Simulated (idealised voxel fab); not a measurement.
Process module heading - voxel wiring stack
The width of the displayed cross-section, cut, is 175 nm; its cells are square, with a size of 5 nm.
We lay out every cross-section as a grid of square cells and spell it out in bands from the top down, where one band means one or more rows of cells. Top, bottom (nm), then materials left to right with widths (nm); lone material tagged "edge to edge" fills the whole band edge to edge; "empty" = empty space. Where do heights start? At 0: under that level the wafer as delivered is made of one material only. And the lowest band has no floor; it just carries on downward, as in "0..down". Quick explanation for "30->40": the width changes in equal steps down the rows of cells, from the first number in the band's top row to the second number in its bottom row. Reading "remained the same" for a step: not a cell of the cross-section changed in it. For the entry "Closed cavities", the listed items are empty spaces with no open way to the top whose size is 8 cells or more; each item follows the pattern width x height at distance, where distance is from the left edge and all three are in nm. Note: text after step settings on the step line = simulator remark on that step. Steps that use a mask can have "overlay nm" on their line. It says how far the mask sat to the right of where it was meant to be. Negative means to the left.
The steps planned for the process are as follows
| 1 | RECEIVE | material Si |
| 2 | CONFORMAL_DEP | material SiO2 | thk nm 15 |
| 3 | DIRECTIONAL_DEP | material TiN | thk nm 5 |
| 4 | DIRECTIONAL_DEP | material Ru | thk nm 15 |
| 5 | MASKED_ETCH | tone cover | mask id METAL_1 | width nm 20 | pitch nm 40 | etch materials Ru | depth nm 15 | overlay nm 0 |
| 6 | MASKED_ETCH | tone cover | mask id METAL_1 | width nm 20 | pitch nm 40 | etch materials TiN | depth nm 5 | overlay nm 0 |
| 7 | CONFORMAL_DEP | material SiN | thk nm 5 |
| 8 | FILL_DEP | material SiO2 | thk nm 10 |
| 9 | CMP | height nm 35 |
| 10 | CONFORMAL_DEP | material SiCN | thk nm 5 |
| 11 | DIRECTIONAL_DEP | material SiO2 | thk nm 20 |
| 12 | DIRECTIONAL_DEP | material aC | thk nm 10 |
| 13 | PATTERN | tone open | mask id PLUG_1 | material resist | width nm 15 | pitch nm 80 | thk nm 30 | overlay nm 0 |
| 14 | DIRECTIONAL_ETCH | etch materials aC | depth nm 10 |
| 15 | STRIP | etch materials resist |
| 16 | DIRECTIONAL_ETCH | etch materials SiO2 | depth nm 20 |
| 17 | DIRECTIONAL_ETCH | etch materials SiCN | depth nm 5 |
| 18 | STRIP | etch materials aC |
| 19 | CONFORMAL_DEP | material TiN | thk nm 5 |
| 20 | FILL_DEP | material Ru | thk nm 5 |
| 21 | CMP | height nm 60 |
| 22 | CONFORMAL_DEP | material SiCN | thk nm 5 |
| 23 | DIRECTIONAL_DEP | material SiO2 | thk nm 15 |
| 24 | MASKED_ETCH | tone open | mask id METAL_2 | width nm 20 | pitch nm 40 | etch materials SiO2 | depth nm 15 | overlay nm 0 |
| 25 | MASKED_ETCH | tone open | mask id METAL_2 | width nm 20 | pitch nm 40 | etch materials SiCN | depth nm 5 | overlay nm 0 |
| 26 | CONFORMAL_DEP | material TiN | thk nm 5 |
| 27 | FILL_DEP | material Ru | thk nm 5 |
| 28 | CMP | height nm 80 |
| 29 | CONFORMAL_DEP | material SiCN | thk nm 5 |
Wafer as received: cross-section following step 1
    0..down: Si edge to edge
    Closed cavities: none
As-planned run: cross-section of the first of two wafers at end of module
    85..80: SiCN edge to edge
    80..65: SiO2 35; TiN 5; Ru 10; TiN 5; SiO2 20; TiN 5; Ru 10; TiN 5; SiO2 20; TiN 5; Ru 10; TiN 5; SiO2 40
    65..60: SiCN 35; TiN 20; SiCN 20; TiN 20; SiCN 20; TiN 20; SiCN 40
    60..40: SiO2 35; TiN 5; Ru 5; TiN 5; SiO2 65; TiN 5; Ru 5; TiN 5; SiO2 45
    40..35: SiCN 35; TiN 15; SiCN 65; TiN 15; SiCN 45
    35..20: SiO2 30; SiN 5; Ru 20; SiN 5; SiO2 10; SiN 5; Ru 20; SiN 5; SiO2 10; SiN 5; Ru 20; SiN 5; SiO2 35
    20..15: SiN 35; TiN 20; SiN 20; TiN 20; SiN 20; TiN 20; SiN 40
    15..0: SiO2 edge to edge
    0..down: Si edge to edge
    Closed cavities: none
Wafer two, end of module, cross-section. Same start, same plan as wafer one. One mistake in the run
    85..80: SiCN edge to edge
    80..65: SiO2 35; TiN 5; Ru 10; TiN 5; SiO2 20; TiN 5; Ru 10; TiN 5; SiO2 20; TiN 5; Ru 10; TiN 5; SiO2 40
    65..60: SiCN 35; TiN 20; SiCN 20; TiN 20; SiCN 20; TiN 20; SiCN 40
    60..40: SiO2 35; TiN 5; Ru 5; TiN 5; SiO2 65; TiN 5; Ru 5; TiN 5; SiO2 45
    40..35: SiCN 35; TiN 15; SiCN 65; TiN 15; SiCN 45
    35..25: SiO2 40; SiN 5; Ru 20; SiN 5; SiO2 10; SiN 5; Ru 20; SiN 5; SiO2 10; SiN 5; Ru 20; SiN 5; SiO2 25
    25..20: SiO2 30; SiN 15; Ru 20; SiN 20; Ru 20; SiN 20; Ru 20; SiN 5; SiO2 25
    20..15: SiN 35; TiN 30; SiN 10; TiN 30; SiN 10; TiN 30; SiN 30
    15..0: SiO2 edge to edge
    0..down: Si edge to edge
    Closed cavities: none
Error vs. plan: step 5 did not happen as planned, as run it was MASKED_ETCH | tone cover | mask id METAL_1 | width nm 20 | pitch nm 40 | etch materials Ru | depth nm 15 | overlay nm 10
FYI, end of process, the second wafer has more or fewer cells of some materials than the first: SiO2: 6 fewer; TiN: 6 more
